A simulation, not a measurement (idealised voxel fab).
The following process module bears the name voxel lift off.
This is section cut - it's 220 nm across, gridded in 5 nm square cells.
Heads up, the way a cross-section reads in here is a grid of square cells, handed over as bands from the top down, with every band being one or more rows of cells. Within each band entry, the heights of the top and of the bottom of the band appear first, in that order and in nm; the materials of the band then follow from left to right, each with its corresponding width in nm. The designation "edge to edge" on a single material indicates that it fills the band from edge to edge; the designation "empty" indicates empty space. Height reference: 0 = level under which incoming wafer is all one material. Lowest band: no bottom, runs on downward, e.g. "top 0, no bottom". The expression "30..40" gives the width at the extremes of the band, the first number at its top row of cells and the second at its bottom row, with the width changing by equal amounts from each row to the next in between. For the purposes of this document, the phrase "everything unchanged" attached to a step denotes that no cell within the cross-section was modified by that step. Entry "Closed cavities" = empty spaces >= 8 cells with no open way to the top; each as width x height at distance, distance from left edge, all nm. Read whatever lies past the settings on a step's line as the simulator's own remark about the step. Each step line may optionally specify "overlay nm", which for a step with a mask gives the rightward distance between the mask's planned place and where it lay, a negative value indicating the leftward direction.

**The planned process steps are enumerated hereunder**
1) RECEIVE (material Si)
2) CONFORMAL_DEP (material SiN; thk nm 5)
3) PATTERN (tone open; mask id LINES; material resist; width nm 25; pitch nm 50; thk nm 20; overlay nm 0)
4) DIRECTIONAL_DEP (material Ru; thk nm 5)
5) STRIP (etch materials resist)
6) CONFORMAL_DEP (material SiCN; thk nm 10)
Every wafer here starts from the same state; it is the step 4 thk nm that distinguishes them, and the value the plan gives belongs to the first wafer.

**The as-received cross-section of the first of several wafers corresponds to the state after step 1**
  top 0, no bottom = Si edge to edge
  Closed cavities: none

**Below: a row per wafer. Contents at end of module: for every material, cells gained since receipt (+) or lost since receipt (-); then closed voids**
thk nm 5, +20 Ru, +104 SiCN, +44 SiN, Closed cavities: none
thk nm 10, +40 Ru, +120 SiCN, +44 SiN, Closed cavities: none
thk nm 15, +60 Ru, +136 SiCN, +44 SiN, Closed cavities: none
